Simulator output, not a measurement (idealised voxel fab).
process module | voxel self aligned vias
cross-section cut | 225 nm wide | cells 5 nm
A cross-section is a grid of square cells, given in bands from the top down. A band is one or more rows of cells.
Each band's line starts with the height of the band's top and of its bottom, in nm. Then come its materials from left to right, each with its width in nm. One material with "throughout" fills the band from edge to edge. "air" is empty space.
Height 0 is the level under which the wafer as received is all one material. The lowest band goes on downwards, as in "0 down".
A width such as "30 to 40" changes by the same amount from each row of cells to the next, from the band's top row to its bottom row.
"no change" after a step means that no cell of the cross-section changed.
closed voids: empty space of 8 cells or more with no open way to the top, each as width x height at its distance from the left edge, in nm
after a step's settings: what the simulator itself notes on the step
overlay nm, on a step with a mask: how far to the right of its planned place the mask lay; to the left if negative
plan
1 op RECEIVE | material Si
2 op CONFORMAL_DEP | material SiO2 | thk nm 15
3 op CONFORMAL_DEP | material SiCN | thk nm 5
4 op DIRECTIONAL_DEP | material lowk | thk nm 30
5 op PATTERN | tone open | mask id LINES | material resist | width nm 25 | pitch nm 65 | thk nm 20 | overlay nm 0
6 op DIRECTIONAL_ETCH | etch materials lowk | depth nm 30
7 op STRIP | etch materials resist
8 op CONFORMAL_DEP | material TiN | thk nm 5
9 op FILL_DEP | material Ru | thk nm 10
10 op CMP | height nm 50
11 op SELECTIVE_ETCH | etch materials W Ru TiN | depth nm 10
12 op FILL_DEP | material SiN | thk nm 10
13 op CMP | height nm 50
14 op DIRECTIONAL_DEP | material lowk | thk nm 15
15 op MASKED_ETCH | tone open | mask id VIAS | width nm 35 | pitch nm 65 | etch materials lowk | depth nm 15 | overlay nm 0
16 op MASKED_ETCH | tone open | mask id VIAS | width nm 35 | pitch nm 65 | etch materials SiN | depth nm 10 | overlay nm 0
17 op CONFORMAL_DEP | material TiN | thk nm 5
18 op FILL_DEP | material Ru | thk nm 10
19 op CMP | height nm 65
20 op CONFORMAL_DEP | material SiCN | thk nm 5
as received, after step 1
  0 down: Si throughout
  closed voids: none
a wafer at the end: this start, this plan, one mistake
  70 to 65: SiCN throughout
  65 to 55: lowk 60 | TiN 5 | Ru 25 | TiN 5 | lowk 30 | TiN 5 | Ru 25 | TiN 5 | lowk 65
  55 to 45: lowk 60 to 65 | TiN 10 to 5 | Ru 15 | TiN 10 to 5 | lowk 30 to 40 | TiN 10 to 5 | Ru 15 | TiN 10 to 5 | lowk 65 to 70
  45 to 40: lowk 65 | TiN 25 | lowk 40 | TiN 25 | lowk 70
  40 to 25: lowk 65 | TiN 5 | Ru 15 | TiN 5 | lowk 40 | TiN 5 | Ru 15 | TiN 5 | lowk 70
  25 to 20: lowk 65 | TiN 25 | lowk 40 | TiN 25 | lowk 70
  20 to 5: SiO2 throughout
  5 to 0: SiCN throughout
  0 down: Si throughout
  closed voids: none
what went wrong: steps 2 and 3 were swapped
